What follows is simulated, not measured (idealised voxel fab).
Title: Process Module voxel capacitor over wiring
FYI the section here is cut, 235 nm wide, cells are 5 nm squares.
Think of the cross-section as a grid of square cells. We describe it in bands, top to bottom, and each band covers one or more rows of those cells. Per band: top height and bottom height in nm, followed by the left-to-right materials and their widths in nm; "everywhere" marks a single material spanning edge to edge, "blank" marks empty space. Counting heights begins at 0, where everything beneath is, in the wafer as received, one material. The lowest band has no bottom; it goes on downwards, as "0 and below" shows. The two numbers in a width such as "30->40" mark its ends across the band: the first belongs to the top row of cells, the second to the bottom row, and from each row to the next the width moves by the same amount. Where the words "same as before" appear for a step, the cross-section shows no cell changed by that step; every cell remained as before. "Completely sealed voids" - sealed voids, min. 8 cells, no opening to top; format: width x height at distance (distance from left edge; nm throughout). Anything after a step's settings on that line? It's the simulator's own note about the step. When a step includes a mask, the "overlay nm" setting on its line states how far to the right of its planned place that mask lay, and negative values state how far to the left.

HERE'S WHAT THE PLANNED PROCESS STEPS LOOK LIKE
| 1 | RECEIVE [material Si] |
| 2 | CONFORMAL_DEP [material SiO2] [thk nm 10] |
| 3 | CONFORMAL_DEP [material SiCN] [thk nm 5] |
| 4 | DIRECTIONAL_DEP [material lowk] [thk nm 20] |
| 5 | DIRECTIONAL_DEP [material aC] [thk nm 15] |
| 6 | PATTERN [tone open] [mask id METAL_1] [material resist] [width nm 30] [pitch nm 85] [thk nm 30] [overlay nm 0] |
| 7 | DIRECTIONAL_ETCH [etch materials aC] [depth nm 15] |
| 8 | STRIP [etch materials resist] |
| 9 | DIRECTIONAL_ETCH [etch materials lowk] [depth nm 20] |
| 10 | DIRECTIONAL_ETCH [etch materials SiCN] [depth nm 5] |
| 11 | STRIP [etch materials aC] |
| 12 | CONFORMAL_DEP [material TiN] [thk nm 5] |
| 13 | FILL_DEP [material Ru] [thk nm 10] |
| 14 | CMP [height nm 35] |
| 15 | CONFORMAL_DEP [material SiCN] [thk nm 5] |
| 16 | DIRECTIONAL_DEP [material lowk] [thk nm 10] |
| 17 | MASKED_ETCH [tone open] [mask id PLUG_1] [width nm 15] [etch materials lowk] [depth nm 10] [overlay nm 0] |
| 18 | MASKED_ETCH [tone open] [mask id PLUG_1] [width nm 15] [etch materials SiCN] [depth nm 5] [overlay nm 0] |
| 19 | EPI [material Ru] [thk nm 10] |
| 20 | EPI [material Ru] [thk nm 5] |
| 21 | DIRECTIONAL_DEP [material TiN] [thk nm 10] |
| 22 | DIRECTIONAL_DEP [material HfO2] [thk nm 5] |
| 23 | DIRECTIONAL_DEP [material TiN] [thk nm 5] |
| 24 | PATTERN [tone cover] [mask id UPPER_PLATE] [material resist] [width nm 60] [thk nm 15] [overlay nm 0] |
| 25 | DIRECTIONAL_ETCH [etch materials TiN] [depth nm 5] |
| 26 | DIRECTIONAL_ETCH [etch materials HfO2] [depth nm 5] |
| 27 | STRIP [etch materials resist] |
| 28 | PATTERN [tone cover] [mask id LOWER_PLATE] [material resist] [width nm 70] [thk nm 20] [overlay nm 0] |
| 29 | DIRECTIONAL_ETCH [etch materials TiN] [depth nm 10] |
| 30 | STRIP [etch materials resist] |
| 31 | FILL_DEP [material SiO2] [thk nm 20] |
| 32 | CMP [height nm 85] |
| 33 | DIRECTIONAL_DEP [material aC] [thk nm 10] |
| 34 | PATTERN [tone open] [mask id PLUG_2] [material resist] [width nm 15] [thk nm 30] [overlay nm 0] |
| 35 | DIRECTIONAL_ETCH [etch materials aC] [depth nm 10] |
| 36 | STRIP [etch materials resist] |
| 37 | DIRECTIONAL_ETCH [etch materials SiO2] [depth nm 15] |
| 38 | STRIP [etch materials aC] |
| 39 | CONFORMAL_DEP [material TiN] [thk nm 5] |
| 40 | FILL_DEP [material Cu] [thk nm 5] |
| 41 | CMP [height nm 85] |
| 42 | CONFORMAL_DEP [material SiN] [thk nm 5] |

RECEIVED-STATE CROSS-SECTION, REFLECTING COMPLETION OF STEP 1
- 0 and below: Si everywhere
- Completely sealed voids: none

STARTING WAFER: ABOVE. PLAN: ABOVE. RUN: ONE MISTAKE. CROSS-SECTION AFTER THE MODULE: BELOW
- 90 down to 85: SiN everywhere
- 85 down to 75: SiO2=85, then TiN=5, then Cu=5, then TiN=5, then SiO2=135
- 75 down to 65: SiO2=85->75, then TiN=15, then SiO2=135->145
- 65 down to 60: SiO2=75, then HfO2=15, then SiO2=145
- 60 down to 55: SiO2=75, then TiN=60, then SiO2=100
- 55 down to 50: SiO2=75, then TiN=15, then HfO2=45, then SiO2=100
- 50 down to 40: SiO2=70, then TiN=5, then lowk=15, then TiN=50, then SiO2=95
- 40 down to 35: SiCN everywhere
- 35 down to 15: lowk=60, then TiN=5, then Ru=20, then TiN=5, then lowk=55, then TiN=5, then Ru=20, then TiN=5, then lowk=60
- 15 down to 10: SiCN=60, then TiN=30, then SiCN=55, then TiN=30, then SiCN=60
- 10 down to 0: SiO2 everywhere
- 0 and below: Si everywhere
- Completely sealed voids: none
Against the plan, the run slipped here: step 17 was not run as planned; what actually ran was MASKED_ETCH [tone cover] [mask id PLUG_1] [width nm 15] [etch materials lowk] [depth nm 10] [overlay nm 0]
